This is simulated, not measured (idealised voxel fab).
process module | voxel wiring stack
cross-section cut | 210 nm wide | cells 5 nm
A cross-section is a grid of square cells, given in bands from the top down. A band is one or more rows of cells.
Each band's line starts with the height of the band's top and of its bottom, in nm. Then come its materials from left to right, each with its width in nm. One material with "throughout" fills the band from edge to edge. "air" is empty space.
Height 0 is the level under which the wafer as received is all one material. The lowest band goes on downwards, as in "0 down".
A width such as "30 to 40" changes by the same amount from each row of cells to the next, from the band's top row to its bottom row.
"no change" after a step means that no cell of the cross-section changed.
closed voids: empty space of 8 cells or more with no open way to the top, each as width x height at its distance from the left edge, in nm
after a step's settings: what the simulator itself notes on the step
overlay nm, on a step with a mask: how far to the right of its planned place the mask lay; to the left if negative
plan
1 op RECEIVE | material Si
2 op CONFORMAL_DEP | material SiO2 | thk nm 10
3 op DIRECTIONAL_DEP | material TiN | thk nm 5
4 op DIRECTIONAL_DEP | material Ru | thk nm 25
5 op DIRECTIONAL_DEP | material aC | thk nm 10
6 op PATTERN | tone cover | mask id METAL_1 | material resist | width nm 25 | pitch nm 40 | thk nm 25 | overlay nm -15
7 op DIRECTIONAL_ETCH | etch materials aC | depth nm 10
8 op STRIP | etch materials resist
9 op DIRECTIONAL_ETCH | etch materials Ru | depth nm 25
10 op DIRECTIONAL_ETCH | etch materials TiN | depth nm 5
11 op STRIP | etch materials aC
12 op FILL_DEP | material SiO2 | thk nm 5
13 op CMP | height nm 40
14 op CONFORMAL_DEP | material SiCN | thk nm 5
15 op DIRECTIONAL_DEP | material SiO2 | thk nm 15
16 op MASKED_ETCH | tone open | mask id PLUG_1 | width nm 15 | pitch nm 40 | etch materials SiO2 | depth nm 15 | overlay nm 0
17 op MASKED_ETCH | tone open | mask id PLUG_1 | width nm 15 | pitch nm 40 | etch materials SiCN | depth nm 5 | overlay nm 0
18 op CONFORMAL_DEP | material TiN | thk nm 5
19 op FILL_DEP | material Ru | thk nm 10
20 op CMP | height nm 60
21 op CONFORMAL_DEP | material SiN | thk nm 5
22 op DIRECTIONAL_DEP | material lowk | thk nm 15
23 op DIRECTIONAL_DEP | material aC | thk nm 10
24 op PATTERN | tone open | mask id METAL_2 | material resist | width nm 25 | pitch nm 40 | thk nm 30 | overlay nm 0
25 op DIRECTIONAL_ETCH | etch materials aC | depth nm 10
26 op STRIP | etch materials resist
27 op DIRECTIONAL_ETCH | etch materials lowk | depth nm 15
28 op DIRECTIONAL_ETCH | etch materials SiN | depth nm 5
29 op STRIP | etch materials aC
30 op CONFORMAL_DEP | material TiN | thk nm 5
31 op FILL_DEP | material Cu | thk nm 5
32 op CMP | height nm 80
33 op CONFORMAL_DEP | material SiCN | thk nm 5
34 op DIRECTIONAL_DEP | material SiO2 | thk nm 30
35 op MASKED_ETCH | tone open | mask id METAL_3_HOLES | width nm 15 | pitch nm 80 | etch materials SiO2 | depth nm 30 | overlay nm 0
36 op DIRECTIONAL_DEP | material aC | thk nm 15
37 op PATTERN | tone open | mask id METAL_3 | material resist | width nm 25 | pitch nm 40 | thk nm 30 | overlay nm 0
38 op DIRECTIONAL_ETCH | etch materials aC | depth nm 15
39 op STRIP | etch materials resist
40 op DIRECTIONAL_ETCH | etch materials SiO2 | depth nm 20
41 op DIRECTIONAL_ETCH | etch materials SiCN | depth nm 5
42 op STRIP | etch materials aC
43 op CONFORMAL_DEP | material TiN | thk nm 5
44 op FILL_DEP | material Cu | thk nm 10
45 op CMP | height nm 115
46 op CONFORMAL_DEP | material SiN | thk nm 5
varied across the wafers: overlay nm of step 6. The plan shows the first wafer's value. All wafers start alike
first wafer as received, after step 1
  0 down: Si throughout
  closed voids: none
first wafer at the end, after step 46
  120 to 115: SiN throughout
  115 to 100: SiO2 30 | TiN 5 | Cu 15 | TiN 5 | SiO2 15 | TiN 5 | Cu 15 | TiN 5 | SiO2 15 | TiN 5 | Cu 15 | TiN 5 | SiO2 15 | TiN 5 | Cu 15 | TiN 5 | SiO2 35
  100 to 95: SiO2 30 | TiN 5 | Cu 5 | TiN 15 | SiO2 15 | TiN 25 | SiO2 15 | TiN 5 | Cu 5 | TiN 15 | SiO2 15 | TiN 25 | SiO2 35
  95 to 85: SiO2 30 | TiN 5 | Cu 5 | TiN 5 | SiO2 65 | TiN 5 | Cu 5 | TiN 5 | SiO2 85
  85 to 80: SiCN 30 | TiN 15 | SiCN 65 | TiN 15 | SiCN 85
  80 to 65: lowk 30 | TiN 5 | Cu 15 | TiN 5 | lowk 15 | TiN 5 | Cu 15 | TiN 5 | lowk 15 | TiN 5 | Cu 15 | TiN 5 | lowk 15 | TiN 5 | Cu 15 | TiN 5 | lowk 35
  65 to 60: SiN 30 | TiN 25 | SiN 15 | TiN 25 | SiN 15 | TiN 25 | SiN 15 | TiN 25 | SiN 35
  60 to 45: SiO2 30 | TiN 5 | Ru 5 | TiN 5 | SiO2 25 | TiN 5 | Ru 5 | TiN 5 | SiO2 25 | TiN 5 | Ru 5 | TiN 5 | SiO2 25 | TiN 5 | Ru 5 | TiN 5 | SiO2 45
  45 to 40: SiCN 30 | TiN 15 | SiCN 25 | TiN 15 | SiCN 25 | TiN 15 | SiCN 25 | TiN 15 | SiCN 45
  40 to 15: SiO2 15 | Ru 25 | SiO2 15 | Ru 25 | SiO2 15 | Ru 25 | SiO2 15 | Ru 25 | SiO2 50
  15 to 10: SiO2 15 | TiN 25 | SiO2 15 | TiN 25 | SiO2 15 | TiN 25 | SiO2 15 | TiN 25 | SiO2 50
  10 to 0: SiO2 throughout
  0 down: Si throughout
  closed voids: none
last wafer at the end
  120 to 115: SiN throughout
  115 to 100: SiO2 30 | TiN 5 | Cu 15 | TiN 5 | SiO2 15 | TiN 5 | Cu 15 | TiN 5 | SiO2 15 | TiN 5 | Cu 15 | TiN 5 | SiO2 15 | TiN 5 | Cu 15 | TiN 5 | SiO2 35
  100 to 95: SiO2 30 | TiN 5 | Cu 5 | TiN 15 | SiO2 15 | TiN 25 | SiO2 15 | TiN 5 | Cu 5 | TiN 15 | SiO2 15 | TiN 25 | SiO2 35
  95 to 85: SiO2 30 | TiN 5 | Cu 5 | TiN 5 | SiO2 65 | TiN 5 | Cu 5 | TiN 5 | SiO2 85
  85 to 80: SiCN 30 | TiN 15 | SiCN 65 | TiN 15 | SiCN 85
  80 to 65: lowk 30 | TiN 5 | Cu 15 | TiN 5 | lowk 15 | TiN 5 | Cu 15 | TiN 5 | lowk 15 | TiN 5 | Cu 15 | TiN 5 | lowk 15 | TiN 5 | Cu 15 | TiN 5 | lowk 35
  65 to 60: SiN 30 | TiN 25 | SiN 15 | TiN 25 | SiN 15 | TiN 25 | SiN 15 | TiN 25 | SiN 35
  60 to 45: SiO2 30 | TiN 5 | Ru 5 | TiN 5 | SiO2 25 | TiN 5 | Ru 5 | TiN 5 | SiO2 25 | TiN 5 | Ru 5 | TiN 5 | SiO2 25 | TiN 5 | Ru 5 | TiN 5 | SiO2 45
  45 to 40: SiCN 30 | TiN 15 | SiCN 25 | TiN 15 | SiCN 25 | TiN 15 | SiCN 25 | TiN 15 | SiCN 45
  40 to 15: SiO2 45 | Ru 25 | SiO2 15 | Ru 25 | SiO2 15 | Ru 25 | SiO2 15 | Ru 25 | SiO2 20
  15 to 10: SiO2 45 | TiN 25 | SiO2 15 | TiN 25 | SiO2 15 | TiN 25 | SiO2 15 | TiN 25 | SiO2 20
  10 to 0: SiO2 throughout
  0 down: Si throughout
  closed voids: none
each wafer at the end: cells of each material gained (+) or lost (-) since it was received, then its closed voids
overlay nm -15 | +78 Cu | +112 Ru | +66 SiCN | +64 SiN | +466 SiO2 | +156 TiN | +66 lowk | closed voids: none
overlay nm -10 | +78 Cu | +112 Ru | +66 SiCN | +64 SiN | +466 SiO2 | +156 TiN | +66 lowk | closed voids: none
overlay nm -5 | +78 Cu | +112 Ru | +66 SiCN | +64 SiN | +466 SiO2 | +156 TiN | +66 lowk | closed voids: none
overlay nm 0 | +78 Cu | +112 Ru | +66 SiCN | +64 SiN | +466 SiO2 | +156 TiN | +66 lowk | closed voids: none
overlay nm 5 | +78 Cu | +112 Ru | +66 SiCN | +64 SiN | +466 SiO2 | +156 TiN | +66 lowk | closed voids: none
overlay nm 10 | +78 Cu | +112 Ru | +66 SiCN | +64 SiN | +466 SiO2 | +156 TiN | +66 lowk | closed voids: none
overlay nm 15 | +78 Cu | +112 Ru | +66 SiCN | +64 SiN | +466 SiO2 | +156 TiN | +66 lowk | closed voids: none
